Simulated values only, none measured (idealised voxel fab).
process module | voxel air gaps
cross-section cut | 275 nm wide | cells 5 nm
A cross-section is a grid of square cells, given in bands from the top down. A band is one or more rows of cells.
Each band's line starts with the height of the band's top and of its bottom, in nm. Then come its materials from left to right, each with its width in nm. One material with "throughout" fills the band from edge to edge. "air" is empty space.
Height 0 is the level under which the wafer as received is all one material. The lowest band goes on downwards, as in "0 down".
A width such as "30 to 40" changes by the same amount from each row of cells to the next, from the band's top row to its bottom row.
"no change" after a step means that no cell of the cross-section changed.
closed voids: empty space of 8 cells or more with no open way to the top, each as width x height at its distance from the left edge, in nm
after a step's settings: what the simulator itself notes on the step
overlay nm, on a step with a mask: how far to the right of its planned place the mask lay; to the left if negative
plan
1 op RECEIVE | material Si
2 op CONFORMAL_DEP | material SiO2 | thk nm 10
3 op CONFORMAL_DEP | material SiCN | thk nm 5
4 op DIRECTIONAL_DEP | material SiO2 | thk nm 35
5 op PATTERN | tone open | mask id LINES | material resist | width nm 20 | pitch nm 50 | thk nm 20 | overlay nm 0
6 op DIRECTIONAL_ETCH | etch materials SiO2 | depth nm 35
7 op STRIP | etch materials resist
8 op CONFORMAL_DEP | material TiN | thk nm 5
9 op FILL_DEP | material Cu | thk nm 10
10 op CMP | height nm 50
11 op EPI | material Ru | thk nm 10
12 op SELECTIVE_ETCH | etch materials SiO2 | depth nm 45
13 op CONFORMAL_DEP | material SiCN | thk nm 5
as received, after step 1
  0 down: Si throughout
  closed voids: none
a wafer at the end: this start, this plan, one mistake
  75 to 70: air 50 | SiCN 170 | air 55
  70 to 50: air 50 | SiCN 5 | Ru 160 | SiCN 5 | air 55
  50 to 45: air 50 | SiCN 25 | TiN 5 | Cu 10 | TiN 5 | SiO2 30 | TiN 5 | Cu 10 | TiN 5 | SiO2 30 | TiN 5 | Cu 10 | TiN 5 | SiCN 25 | air 55
  45 to 20: air 70 | SiCN 5 | TiN 5 | Cu 10 | TiN 5 | SiO2 30 | TiN 5 | Cu 10 | TiN 5 | SiO2 30 | TiN 5 | Cu 10 | TiN 5 | SiCN 5 | air 75
  20 to 15: SiCN 75 | TiN 20 | SiO2 30 | TiN 20 | SiO2 30 | TiN 20 | SiCN 80
  15 to 10: SiCN throughout
  10 to 0: SiO2 throughout
  0 down: Si throughout
  closed voids: none
what went wrong: step 11 was run twice
